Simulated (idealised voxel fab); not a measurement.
Process module heading - voxel trench capacitor
Xsec cut, 175 nm wide, square cell size 5 nm.
For the purposes of this document, a cross-section shall be understood as a grid of square cells, specified as bands listed in top-to-bottom order, each band consisting of one or more rows of cells.
A band entry consists of two parts. The first gives the height of the band's top and the height of its bottom, in nm. The rest lists the band's materials from left to right, each with its width in nm. A single material labelled with the word "edge to edge" fills the band from edge to edge, and the word "empty" marks empty space.
The level at which height equals 0 is the one under which the wafer, as it arrives, is entirely one material. No lower edge exists for the bottom band, which continues downward and is notated as in "z 0 and below".
Think of "30..40" as a width that walks from the first number to the second as you go down the band, top row to bottom row, taking equal-sized steps from row to row.
Basically "no modifications" means that step didn't change any cell in the cross-section.
Basically, "Voids, enclosed" tells you about the enclosed voids: empty spaces with no open way to the top, 8 cells or bigger, each written width x height at distance, where distance is from the left edge, all in nm.
Post-settings text on a step line: simulator's own remark regarding the step.
"overlay nm" denotes, for a step that has a mask, the displacement of the mask to the right of its planned place, with negative values corresponding to the left.

[Steps in the process plan]
1. op RECEIVE | material Si
2. op CONFORMAL_DEP | material SiN | thk nm 10
3. op DIRECTIONAL_DEP | material aC | thk nm 15
4. op PATTERN | tone open | mask id TRENCH | material resist | width nm 25 | pitch nm 55 | thk nm 35 | overlay nm 0
5. op DIRECTIONAL_ETCH | etch materials aC | depth nm 15
6. op STRIP | etch materials resist
7. op DIRECTIONAL_ETCH | etch materials SiN | depth nm 10
8. op DIRECTIONAL_ETCH | etch materials Si | depth nm 25
9. op STRIP | etch materials aC
10. op CONFORMAL_DEP | material Al2O3 | thk nm 5
11. op CONFORMAL_DEP | material TiN | thk nm 5
12. op FILL_DEP | material W | thk nm 10
13. op CMP | height nm 10

[First of two wafers - as planned]

[Cross-section of the incoming wafer, state after step 1]
	z 0 and below: Si edge to edge
	Voids, enclosed: none

[Sectional view: wafer, after step 2]
	z 10 to 0: SiN edge to edge
	Beneath the level 0, the cross-section is identical to its previous state.

[Sectional view: wafer, after step 3]
	z 25 to 10: aC edge to edge
	Beneath the level 10, the cross-section is identical to its previous state.

[Sectional view: wafer, after step 4]
	z 60 to 25: 45 resist / 25 empty / 30 resist / 25 empty / 50 resist
	Beneath the level 25, the cross-section is identical to its previous state.

[Sectional view: wafer, after step 5]
	z 45 to 25: 45 resist / 25 empty / 30 resist / 25 empty / 50 resist
	z 25 to 10: 45 aC / 25 empty / 30 aC / 25 empty / 50 aC
	Beneath the level 10, the cross-section is identical to its previous state.

[Sectional view: wafer, after step 6]
	z 25 to 10: 45 aC / 25 empty / 30 aC / 25 empty / 50 aC
	Beneath the level 10, the cross-section is identical to its previous state.

[Sectional view: wafer, after step 7]
	z 25 to 10: 45 aC / 25 empty / 30 aC / 25 empty / 50 aC
	z 10 to 0: 45 SiN / 25 empty / 30 SiN / 25 empty / 50 SiN
	Beneath the level 0, the cross-section is identical to its previous state.

[Sectional view: wafer, after step 8]
	z 25 to 10: 45 aC / 25 empty / 30 aC / 25 empty / 50 aC
	z 10 to 0: 45 SiN / 25 empty / 30 SiN / 25 empty / 50 SiN
	z 0 to -25: 45 Si / 25 empty / 30 Si / 25 empty / 50 Si
	Beneath the level -25, the cross-section is identical to its previous state.

[Sectional view: wafer, after step 9]
	z 10 to 0: 45 SiN / 25 empty / 30 SiN / 25 empty / 50 SiN
	Beneath the level 0, the cross-section is identical to its previous state.

[Sectional view: wafer, after step 10]
	z 15 to 10: 50 Al2O3 / 15 empty / 40 Al2O3 / 15 empty / 55 Al2O3
	z 10 to 0: 45 SiN / 5 Al2O3 / 15 empty / 5 Al2O3 / 30 SiN / 5 Al2O3 / 15 empty / 5 Al2O3 / 50 SiN
	z 0 to -20: 45 Si / 5 Al2O3 / 15 empty / 5 Al2O3 / 30 Si / 5 Al2O3 / 15 empty / 5 Al2O3 / 50 Si
	z -20 to -25: 45 Si / 25 Al2O3 / 30 Si / 25 Al2O3 / 50 Si
	Beneath the level -25, the cross-section is identical to its previous state.

[Sectional view: wafer, after step 11]
	z 20 to 15: 55 TiN / 5 empty / 50 TiN / 5 empty / 60 TiN
	z 15 to 10: 50 Al2O3 / 5 TiN / 5 empty / 5 TiN / 40 Al2O3 / 5 TiN / 5 empty / 5 TiN / 55 Al2O3
	z 10 to 0: 45 SiN / 5 Al2O3 / 5 TiN / 5 empty / 5 TiN / 5 Al2O3 / 30 SiN / 5 Al2O3 / 5 TiN / 5 empty / 5 TiN / 5 Al2O3 / 50 SiN
	z 0 to -15: 45 Si / 5 Al2O3 / 5 TiN / 5 empty / 5 TiN / 5 Al2O3 / 30 Si / 5 Al2O3 / 5 TiN / 5 empty / 5 TiN / 5 Al2O3 / 50 Si
	z -15 to -20: 45 Si / 5 Al2O3 / 15 TiN / 5 Al2O3 / 30 Si / 5 Al2O3 / 15 TiN / 5 Al2O3 / 50 Si
	Beneath the level -20, the cross-section is identical to its previous state.

[Sectional view: wafer, after step 12]
	z 30 to 20: W edge to edge
	z 20 to 15: 55 TiN / 5 W / 50 TiN / 5 W / 60 TiN
	z 15 to 10: 50 Al2O3 / 5 TiN / 5 W / 5 TiN / 40 Al2O3 / 5 TiN / 5 W / 5 TiN / 55 Al2O3
	z 10 to 0: 45 SiN / 5 Al2O3 / 5 TiN / 5 W / 5 TiN / 5 Al2O3 / 30 SiN / 5 Al2O3 / 5 TiN / 5 W / 5 TiN / 5 Al2O3 / 50 SiN
	z 0 to -15: 45 Si / 5 Al2O3 / 5 TiN / 5 W / 5 TiN / 5 Al2O3 / 30 Si / 5 Al2O3 / 5 TiN / 5 W / 5 TiN / 5 Al2O3 / 50 Si
	Beneath the level -15, the cross-section is identical to its previous state.

[Sectional view: wafer, after step 13]
	z 10 to 0: 45 SiN / 5 Al2O3 / 5 TiN / 5 W / 5 TiN / 5 Al2O3 / 30 SiN / 5 Al2O3 / 5 TiN / 5 W / 5 TiN / 5 Al2O3 / 50 SiN
	Beneath the level 0, the cross-section is identical to its previous state.

[The Second Wafer: Common Origin and Plan, One Mistake in Execution, Identical to the First Through Step 9]

[Second wafer, cut view, end of step 10 per plan]
	z 15 to 10: 50 TiN / 15 empty / 40 TiN / 15 empty / 55 TiN
	z 10 to 0: 45 SiN / 5 TiN / 15 empty / 5 TiN / 30 SiN / 5 TiN / 15 empty / 5 TiN / 50 SiN
	z 0 to -20: 45 Si / 5 TiN / 15 empty / 5 TiN / 30 Si / 5 TiN / 15 empty / 5 TiN / 50 Si
	z -20 to -25: 45 Si / 25 TiN / 30 Si / 25 TiN / 50 Si
	Beneath the level -25, the cross-section is identical to its previous state.

[Second wafer, cut view, end of step 11 per plan]
	z 20 to 15: 55 Al2O3 / 5 empty / 50 Al2O3 / 5 empty / 60 Al2O3
	z 15 to 10: 50 TiN / 5 Al2O3 / 5 empty / 5 Al2O3 / 40 TiN / 5 Al2O3 / 5 empty / 5 Al2O3 / 55 TiN
	z 10 to 0: 45 SiN / 5 TiN / 5 Al2O3 / 5 empty / 5 Al2O3 / 5 TiN / 30 SiN / 5 TiN / 5 Al2O3 / 5 empty / 5 Al2O3 / 5 TiN / 50 SiN
	z 0 to -15: 45 Si / 5 TiN / 5 Al2O3 / 5 empty / 5 Al2O3 / 5 TiN / 30 Si / 5 TiN / 5 Al2O3 / 5 empty / 5 Al2O3 / 5 TiN / 50 Si
	z -15 to -20: 45 Si / 5 TiN / 15 Al2O3 / 5 TiN / 30 Si / 5 TiN / 15 Al2O3 / 5 TiN / 50 Si
	Beneath the level -20, the cross-section is identical to its previous state.

[Second wafer, cut view, end of step 12 per plan]
	z 30 to 20: W edge to edge
	z 20 to 15: 55 Al2O3 / 5 W / 50 Al2O3 / 5 W / 60 Al2O3
	z 15 to 10: 50 TiN / 5 Al2O3 / 5 W / 5 Al2O3 / 40 TiN / 5 Al2O3 / 5 W / 5 Al2O3 / 55 TiN
	z 10 to 0: 45 SiN / 5 TiN / 5 Al2O3 / 5 W / 5 Al2O3 / 5 TiN / 30 SiN / 5 TiN / 5 Al2O3 / 5 W / 5 Al2O3 / 5 TiN / 50 SiN
	z 0 to -15: 45 Si / 5 TiN / 5 Al2O3 / 5 W / 5 Al2O3 / 5 TiN / 30 Si / 5 TiN / 5 Al2O3 / 5 W / 5 Al2O3 / 5 TiN / 50 Si
	Beneath the level -15, the cross-section is identical to its previous state.

[Second wafer, cut view, end of step 13 per plan]
	z 10 to 0: 45 SiN / 5 TiN / 5 Al2O3 / 5 W / 5 Al2O3 / 5 TiN / 30 SiN / 5 TiN / 5 Al2O3 / 5 W / 5 Al2O3 / 5 TiN / 50 SiN
	Beneath the level 0, the cross-section is identical to its previous state.
Want to know what went wrong? steps 10 and 11 got flipped, so each one ran where the other should have
Counted in cells at the end, the second wafer holds more or fewer of these materials than the first: -8 Al2O3 | +8 TiN
